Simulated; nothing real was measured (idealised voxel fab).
process module | voxel spacer lines
Cross-section cut: width 235 nm, square cells of 5 nm.
How to read a cross-section here: the picture is a grid of square cells, written as bands going from the top down, and any band can span one or more rows of cells.
Band: top and bottom heights (nm) first, top before bottom; then materials from left to right, widths in nm. "everywhere" marks a sole material filling the band edge to edge. "empty" denotes empty space.
Height is counted from the level 0, under which the received wafer is composed throughout of one material. The lowest of the bands is not closed at the bottom but continues downward, in the notation "z 0 and below".
So if you see something like "30->40" for the width, read it as the top row of the band sitting at the first number and the bottom row at the second, with every row in between moving by the same amount as the last.
"no alteration", as given for a step, is the statement that not any cell of the cross-section underwent a change during that step.
"Fully enclosed voids": empty spaces of 8 cells or more with no open way to the top, each given as width x height at distance, distance from the left edge, all in nm.
Heads up: the bit after the settings on a step's line is the simulator's remark on that step.
You can add "overlay nm" to a step's line. For a step with a mask, it describes how far the mask lay to the right of its planned position, and a negative number describes a lay to the left.
-- plan
1 RECEIVE (material Si)
2 CONFORMAL_DEP (material SiO2; thk nm 5)
3 DIRECTIONAL_DEP (material TiN; thk nm 20)
4 DIRECTIONAL_DEP (material aC; thk nm 20)
5 PATTERN (tone cover; mask id MANDREL; material resist; width nm 15; pitch nm 60; thk nm 25; overlay nm 0)
6 DIRECTIONAL_ETCH (etch materials aC; depth nm 20)
7 STRIP (etch materials resist)
8 CONFORMAL_DEP (material SiN; thk nm 15)
9 DIRECTIONAL_ETCH (etch materials SiN; depth nm 15)
10 STRIP (etch materials aC)
11 DIRECTIONAL_ETCH (etch materials TiN; depth nm 20)
12 STRIP (etch materials SiN)
13 FILL_DEP (material SiO2; thk nm 5)
14 CMP (height nm 25)
-- First of two wafers - as planned
-- The cross-section here shows the wafer as received, i.e. in its state after step 1
    z 0 and below = Si everywhere
    Fully enclosed voids: none
-- Wafer section view after processing step 2
    z 5 to 0 = SiO2 everywhere
    All layers under 0 are left as they were.
-- Wafer section view after processing step 3
    z 25 to 5 = TiN everywhere
    All layers under 5 are left as they were.
-- Wafer section view after processing step 4
    z 45 to 25 = aC everywhere
    All layers under 25 are left as they were.
-- Wafer section view after processing step 5
    z 70 to 45 = 80 empty; 15 resist; 45 empty; 15 resist; 80 empty
    All layers under 45 are left as they were.
-- Wafer section view after processing step 6
    z 50 to 45 = 80 empty; 15 resist; 45 empty; 15 resist; 80 empty
    z 45 to 25 = 80 empty; 15 aC; 45 empty; 15 aC; 80 empty
    All layers under 25 are left as they were.
-- Wafer section view after processing step 7
    z 45 to 25 = 80 empty; 15 aC; 45 empty; 15 aC; 80 empty
    All layers under 25 are left as they were.
-- Wafer section view after processing step 8
    z 60 to 45 = 65 empty; 45 SiN; 15 empty; 45 SiN; 65 empty
    z 45 to 40 = 65 empty; 15 SiN; 15 aC; 15 SiN; 15 empty; 15 SiN; 15 aC; 15 SiN; 65 empty
    z 40 to 25 = 80 SiN; 15 aC; 45 SiN; 15 aC; 80 SiN
    All layers under 25 are left as they were.
-- Wafer section view after processing step 9
    z 45 to 25 = 65 empty; 15 SiN; 15 aC; 15 SiN; 15 empty; 15 SiN; 15 aC; 15 SiN; 65 empty
    All layers under 25 are left as they were.
-- Wafer section view after processing step 10
    z 45 to 25 = 65 empty; 15 SiN; 15 empty; 15 SiN; 15 empty; 15 SiN; 15 empty; 15 SiN; 65 empty
    All layers under 25 are left as they were.
-- Wafer section view after processing step 11
    z 45 to 25 = 65 empty; 15 SiN; 15 empty; 15 SiN; 15 empty; 15 SiN; 15 empty; 15 SiN; 65 empty
    z 25 to 5 = 65 empty; 15 TiN; 15 empty; 15 TiN; 15 empty; 15 TiN; 15 empty; 15 TiN; 65 empty
    All layers under 5 are left as they were.
-- Wafer section view after processing step 12
    z 25 to 5 = 65 empty; 15 TiN; 15 empty; 15 TiN; 15 empty; 15 TiN; 15 empty; 15 TiN; 65 empty
    All layers under 5 are left as they were.
-- Wafer section view after processing step 13
    z 30 to 25 = SiO2 everywhere
    z 25 to 5 = 65 SiO2; 15 TiN; 15 SiO2; 15 TiN; 15 SiO2; 15 TiN; 15 SiO2; 15 TiN; 65 SiO2
    All layers under 5 are left as they were.
-- Wafer section view after processing step 14
    z 25 to 5 = 65 SiO2; 15 TiN; 15 SiO2; 15 TiN; 15 SiO2; 15 TiN; 15 SiO2; 15 TiN; 65 SiO2
    All layers under 5 are left as they were.
-- Second wafer. Start and plan as for the first. One mistake made in running. Agrees with the first up to and including step 5
-- Second wafer, sectioned view, at step 6's planned end time
    z 30 to 25 = 80 empty; 15 aC; 45 empty; 15 aC; 80 empty
    All layers under 25 are left as they were.
Second wafer, sectioned view, at step 7's planned end time: no alteration
-- Second wafer, sectioned view, at step 8's planned end time
    z 45 to 40 = 65 empty; 45 SiN; 15 empty; 45 SiN; 65 empty
    z 40 to 30 = SiN everywhere
    z 30 to 25 = 80 SiN; 15 aC; 45 SiN; 15 aC; 80 SiN
    All layers under 25 are left as they were.
-- Second wafer, sectioned view, at step 9's planned end time
    z 30 to 25 = 65 empty; 15 SiN; 15 aC; 15 SiN; 15 empty; 15 SiN; 15 aC; 15 SiN; 65 empty
    All layers under 25 are left as they were.
-- Second wafer, sectioned view, at step 10's planned end time
    z 30 to 25 = 65 empty; 15 SiN; 15 empty; 15 SiN; 15 empty; 15 SiN; 15 empty; 15 SiN; 65 empty
    All layers under 25 are left as they were.
-- Second wafer, sectioned view, at step 11's planned end time
    z 30 to 25 = 65 empty; 15 SiN; 15 empty; 15 SiN; 15 empty; 15 SiN; 15 empty; 15 SiN; 65 empty
    z 25 to 5 = 65 empty; 15 TiN; 15 empty; 15 TiN; 15 empty; 15 TiN; 15 empty; 15 TiN; 65 empty
    All layers under 5 are left as they were.
-- Second wafer, sectioned view, at step 12's planned end time
    z 25 to 5 = 65 empty; 15 TiN; 15 empty; 15 TiN; 15 empty; 15 TiN; 15 empty; 15 TiN; 65 empty
    All layers under 5 are left as they were.
-- Second wafer, sectioned view, at step 13's planned end time
    z 30 to 25 = SiO2 everywhere
    z 25 to 5 = 65 SiO2; 15 TiN; 15 SiO2; 15 TiN; 15 SiO2; 15 TiN; 15 SiO2; 15 TiN; 65 SiO2
    All layers under 5 are left as they were.
-- Second wafer, sectioned view, at step 14's planned end time
    z 25 to 5 = 65 SiO2; 15 TiN; 15 SiO2; 15 TiN; 15 SiO2; 15 TiN; 15 SiO2; 15 TiN; 65 SiO2
    All layers under 5 are left as they were.
It is concluded that the wafer was processed incorrectly with respect to the plan, in that twice, step 6 of the plan was run
Honestly, by the end the two wafers have the same cross-section, so the mistake just doesn't show up in what this model computes.
